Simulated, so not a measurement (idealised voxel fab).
process module | voxel fin reveal
cross-section cut | 250 nm wide | cells 5 nm
A cross-section is a grid of square cells, given in bands from the top down. A band is one or more rows of cells.
Each band's line starts with the height of the band's top and of its bottom, in nm. Then come its materials from left to right, each with its width in nm. One material with "throughout" fills the band from edge to edge. "air" is empty space.
Height 0 is the level under which the wafer as received is all one material. The lowest band goes on downwards, as in "0 down".
A width such as "30 to 40" changes by the same amount from each row of cells to the next, from the band's top row to its bottom row.
"no change" after a step means that no cell of the cross-section changed.
closed voids: empty space of 8 cells or more with no open way to the top, each as width x height at its distance from the left edge, in nm
after a step's settings: what the simulator itself notes on the step
overlay nm, on a step with a mask: how far to the right of its planned place the mask lay; to the left if negative
plan
1 op RECEIVE | material Si
2 op CONFORMAL_DEP | material SiN | thk nm 5
3 op DIRECTIONAL_DEP | material aC | thk nm 15
4 op PATTERN | tone cover | mask id FINS | material resist | width nm 15 | pitch nm 35 | thk nm 35 | overlay nm 0
5 op DIRECTIONAL_ETCH | etch materials aC | depth nm 15
6 op STRIP | etch materials resist
7 op DIRECTIONAL_ETCH | etch materials SiN | depth nm 5
8 op DIRECTIONAL_ETCH | etch materials Si | depth nm 30
9 op STRIP | etch materials aC
10 op OXIDIZE | depth nm 5
11 op FILL_DEP | material SiO2 | thk nm 15
12 op CMP | height nm 5
13 op SELECTIVE_ETCH | etch materials SiO2 | depth nm 15
14 op STRIP | etch materials SiN
as received, after step 1
  0 down: Si throughout
  closed voids: none
a wafer at the end: this start, this plan, one mistake
  0 to -30: air 65 | SiO2 5 | Si 5 | SiO2 5 | air 20 | SiO2 5 | Si 5 | SiO2 5 | air 20 | SiO2 5 | Si 5 | SiO2 5 | air 20 | SiO2 5 | Si 5 | SiO2 5 | air 65
  -30 to -35: SiO2 70 | Si 5 | SiO2 30 | Si 5 | SiO2 30 | Si 5 | SiO2 30 | Si 5 | SiO2 70
  -35 down: Si throughout
  closed voids: none
what went wrong: step 11 ran as: op FILL_DEP | material SiN | thk nm 15
